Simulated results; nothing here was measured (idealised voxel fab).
Presented below is a process module, voxel self aligned contacts.
For reference, the cross-section in this document is cut, with width 185 nm and square cells of 5 nm.
If you're reading a cross-section in this doc, picture square cells in a grid; it comes to you as bands, top ones listed first down to the bottom, and a band can be one or more rows of cells. Band: top and bottom heights (nm) first, top before bottom; then materials from left to right, widths in nm. "full width" marks a sole material filling the band edge to edge. "blank" denotes empty space. A quick word on heights: they are counted from 0, and under that level the wafer as it came to us is one material throughout. The lowest band is different from the rest in having no bottom; it simply continues downward, written as in "0..down". Read "30..40" as a graded width: first number on top, second number at the bottom, same change between each pair of neighbouring rows. A step reported as "no modifications" is a step in which no cell of the cross-section changed. "Fully enclosed voids" specifies each empty space that is not open to the top and that occupies no fewer than 8 cells, using the form width x height at distance, the distance measured from the left edge and all three quantities in nm. Formally, on a step line, whatever follows the settings is a remark that the simulator itself makes on the step. overlay nm: for a step with a mask, the amount by which the mask lay right of where it was planned; a negative amount means left of it.
### The steps planned for the process are as follows
step 1: RECEIVE: material Si
step 2: OXIDIZE: depth nm 5
step 3: DIRECTIONAL_DEP: material polySi, thk nm 30
step 4: DIRECTIONAL_DEP: material SiN, thk nm 15
step 5: PATTERN: tone cover, mask id GATE, material resist, width nm 25, pitch nm 50, thk nm 15, overlay nm 0
step 6: DIRECTIONAL_ETCH: etch materials SiN, depth nm 15
step 7: DIRECTIONAL_ETCH: etch materials polySi, depth nm 30
step 8: STRIP: etch materials resist
step 9: CONFORMAL_DEP: material SiN, thk nm 5
step 10: DIRECTIONAL_ETCH: etch materials SiN, depth nm 5
step 11: FILL_DEP: material SiO2, thk nm 15
step 12: CMP: height nm 50
step 13: MASKED_ETCH: tone open, mask id CONTACT, width nm 35, etch materials SiO2, depth nm 55, overlay nm 0
step 14: CONFORMAL_DEP: material TiN, thk nm 5
step 15: FILL_DEP: material W, thk nm 5
step 16: CMP: height nm 50
step 17: CONFORMAL_DEP: material SiCN, thk nm 5
### The following pertains to the first of two wafers, which was processed as planned
### Received-state cross-section, reflecting completion of step 1
0..down | Si full width
Fully enclosed voids: none
### How the wafer stands in section after step 2
0..-5 | SiO2 full width
Whatever lies below -5 is exactly as it was before.
### How the wafer stands in section after step 3
30..0 | polySi full width
Whatever lies below 0 is exactly as it was before.
### How the wafer stands in section after step 4
45..30 | SiN full width
Whatever lies below 30 is exactly as it was before.
### How the wafer stands in section after step 5
60..45 | blank=55, then resist=25, then blank=25, then resist=25, then blank=55
Whatever lies below 45 is exactly as it was before.
### How the wafer stands in section after step 6
60..45 | blank=55, then resist=25, then blank=25, then resist=25, then blank=55
45..30 | blank=55, then SiN=25, then blank=25, then SiN=25, then blank=55
Whatever lies below 30 is exactly as it was before.
### How the wafer stands in section after step 7
60..45 | blank=55, then resist=25, then blank=25, then resist=25, then blank=55
45..30 | blank=55, then SiN=25, then blank=25, then SiN=25, then blank=55
30..0 | blank=55, then polySi=25, then blank=25, then polySi=25, then blank=55
Whatever lies below 0 is exactly as it was before.
### How the wafer stands in section after step 8
45..30 | blank=55, then SiN=25, then blank=25, then SiN=25, then blank=55
Whatever lies below 30 is exactly as it was before.
### How the wafer stands in section after step 9
50..30 | blank=50, then SiN=35, then blank=15, then SiN=35, then blank=50
30..5 | blank=50, then SiN=5, then polySi=25, then SiN=5, then blank=15, then SiN=5, then polySi=25, then SiN=5, then blank=50
5..0 | SiN=55, then polySi=25, then SiN=25, then polySi=25, then SiN=55
Whatever lies below 0 is exactly as it was before.
### How the wafer stands in section after step 10
45..30 | blank=50, then SiN=35, then blank=15, then SiN=35, then blank=50
30..0 | blank=50, then SiN=5, then polySi=25, then SiN=5, then blank=15, then SiN=5, then polySi=25, then SiN=5, then blank=50
Whatever lies below 0 is exactly as it was before.
### How the wafer stands in section after step 11
60..45 | SiO2 full width
45..30 | SiO2=50, then SiN=35, then SiO2=15, then SiN=35, then SiO2=50
30..0 | SiO2=50, then SiN=5, then polySi=25, then SiN=5, then SiO2=15, then SiN=5, then polySi=25, then SiN=5, then SiO2=50
Whatever lies below 0 is exactly as it was before.
### How the wafer stands in section after step 12
50..45 | SiO2 full width
Whatever lies below 45 is exactly as it was before.
### How the wafer stands in section after step 13
50..45 | SiO2=75, then blank=35, then SiO2=75
45..30 | SiO2=50, then SiN=35, then blank=15, then SiN=35, then SiO2=50
30..0 | SiO2=50, then SiN=5, then polySi=25, then SiN=5, then blank=15, then SiN=5, then polySi=25, then SiN=5, then SiO2=50
0..-5 | SiO2=85, then blank=15, then SiO2=85
Whatever lies below -5 is exactly as it was before.
### How the wafer stands in section after step 14
55..50 | TiN=80, then blank=25, then TiN=80
50..45 | SiO2=75, then TiN=15, then blank=5, then TiN=15, then SiO2=75
45..30 | SiO2=50, then SiN=35, then TiN=5, then blank=5, then TiN=5, then SiN=35, then SiO2=50
30..0 | SiO2=50, then SiN=5, then polySi=25, then SiN=5, then TiN=5, then blank=5, then TiN=5, then SiN=5, then polySi=25, then SiN=5, then SiO2=50
0..-5 | SiO2=85, then TiN=15, then SiO2=85
Whatever lies below -5 is exactly as it was before.
### How the wafer stands in section after step 15
60..55 | W full width
55..50 | TiN=80, then W=25, then TiN=80
50..45 | SiO2=75, then TiN=15, then W=5, then TiN=15, then SiO2=75
45..30 | SiO2=50, then SiN=35, then TiN=5, then W=5, then TiN=5, then SiN=35, then SiO2=50
30..0 | SiO2=50, then SiN=5, then polySi=25, then SiN=5, then TiN=5, then W=5, then TiN=5, then SiN=5, then polySi=25, then SiN=5, then SiO2=50
Whatever lies below 0 is exactly as it was before.
### How the wafer stands in section after step 16
50..45 | SiO2=75, then TiN=15, then W=5, then TiN=15, then SiO2=75
Whatever lies below 45 is exactly as it was before.
### How the wafer stands in section after step 17
55..50 | SiCN full width
Whatever lies below 50 is exactly as it was before.
### Second of two: same start, same plan, one run error; steps up to and including 2 match the first
### Cross-section: second wafer, time at which step 3 was scheduled to end
60..0 | polySi full width
Whatever lies below 0 is exactly as it was before.
### Cross-section: second wafer, time at which step 4 was scheduled to end
75..60 | SiN full width
Whatever lies below 60 is exactly as it was before.
### Cross-section: second wafer, time at which step 5 was scheduled to end
90..75 | blank=55, then resist=25, then blank=25, then resist=25, then blank=55
Whatever lies below 75 is exactly as it was before.
### Cross-section: second wafer, time at which step 6 was scheduled to end
90..75 | blank=55, then resist=25, then blank=25, then resist=25, then blank=55
75..60 | blank=55, then SiN=25, then blank=25, then SiN=25, then blank=55
Whatever lies below 60 is exactly as it was before.
### Cross-section: second wafer, time at which step 7 was scheduled to end
90..75 | blank=55, then resist=25, then blank=25, then resist=25, then blank=55
75..60 | blank=55, then SiN=25, then blank=25, then SiN=25, then blank=55
60..30 | blank=55, then polySi=25, then blank=25, then polySi=25, then blank=55
Whatever lies below 30 is exactly as it was before.
### Cross-section: second wafer, time at which step 8 was scheduled to end
75..60 | blank=55, then SiN=25, then blank=25, then SiN=25, then blank=55
Whatever lies below 60 is exactly as it was before.
### Cross-section: second wafer, time at which step 9 was scheduled to end
80..60 | blank=50, then SiN=35, then blank=15, then SiN=35, then blank=50
60..35 | blank=50, then SiN=5, then polySi=25, then SiN=5, then blank=15, then SiN=5, then polySi=25, then SiN=5, then blank=50
35..30 | SiN=55, then polySi=25, then SiN=25, then polySi=25, then SiN=55
Whatever lies below 30 is exactly as it was before.
### Cross-section: second wafer, time at which step 10 was scheduled to end
75..60 | blank=50, then SiN=35, then blank=15, then SiN=35, then blank=50
60..30 | blank=50, then SiN=5, then polySi=25, then SiN=5, then blank=15, then SiN=5, then polySi=25, then SiN=5, then blank=50
Whatever lies below 30 is exactly as it was before.
### Cross-section: second wafer, time at which step 11 was scheduled to end
90..75 | SiO2 full width
75..60 | SiO2=50, then SiN=35, then SiO2=15, then SiN=35, then SiO2=50
60..30 | SiO2=50, then SiN=5, then polySi=25, then SiN=5, then SiO2=15, then SiN=5, then polySi=25, then SiN=5, then SiO2=50
Whatever lies below 30 is exactly as it was before.
### Cross-section: second wafer, time at which step 12 was scheduled to end
50..30 | SiO2=50, then SiN=5, then polySi=25, then SiN=5, then SiO2=15, then SiN=5, then polySi=25, then SiN=5, then SiO2=50
Whatever lies below 30 is exactly as it was before.
### Cross-section: second wafer, time at which step 13 was scheduled to end
50..30 | SiO2=50, then SiN=5, then polySi=25, then SiN=5, then blank=15, then SiN=5, then polySi=25, then SiN=5, then SiO2=50
Whatever lies below 30 is exactly as it was before.
### Cross-section: second wafer, time at which step 14 was scheduled to end
55..50 | TiN=90, then blank=5, then TiN=90
50..35 | SiO2=50, then SiN=5, then polySi=25, then SiN=5, then TiN=5, then blank=5, then TiN=5, then SiN=5, then polySi=25, then SiN=5, then SiO2=50
35..30 | SiO2=50, then SiN=5, then polySi=25, then SiN=5, then TiN=15, then SiN=5, then polySi=25, then SiN=5, then SiO2=50
Whatever lies below 30 is exactly as it was before.
### Cross-section: second wafer, time at which step 15 was scheduled to end
60..55 | W full width
55..50 | TiN=90, then W=5, then TiN=90
50..35 | SiO2=50, then SiN=5, then polySi=25, then SiN=5, then TiN=5, then W=5, then TiN=5, then SiN=5, then polySi=25, then SiN=5, then SiO2=50
Whatever lies below 35 is exactly as it was before.
### Cross-section: second wafer, time at which step 16 was scheduled to end
50..35 | SiO2=50, then SiN=5, then polySi=25, then SiN=5, then TiN=5, then W=5, then TiN=5, then SiN=5, then polySi=25, then SiN=5, then SiO2=50
Whatever lies below 35 is exactly as it was before.
### Cross-section: second wafer, time at which step 17 was scheduled to end
55..50 | SiCN full width
Whatever lies below 50 is exactly as it was before.
Processing error: execution of plan step 3 occurred twice
The final cell counts differ between the wafers, with the second having more or fewer of some materials than the first: -50 SiN; -127 SiO2; -18 TiN; -7 W; +202 polySi
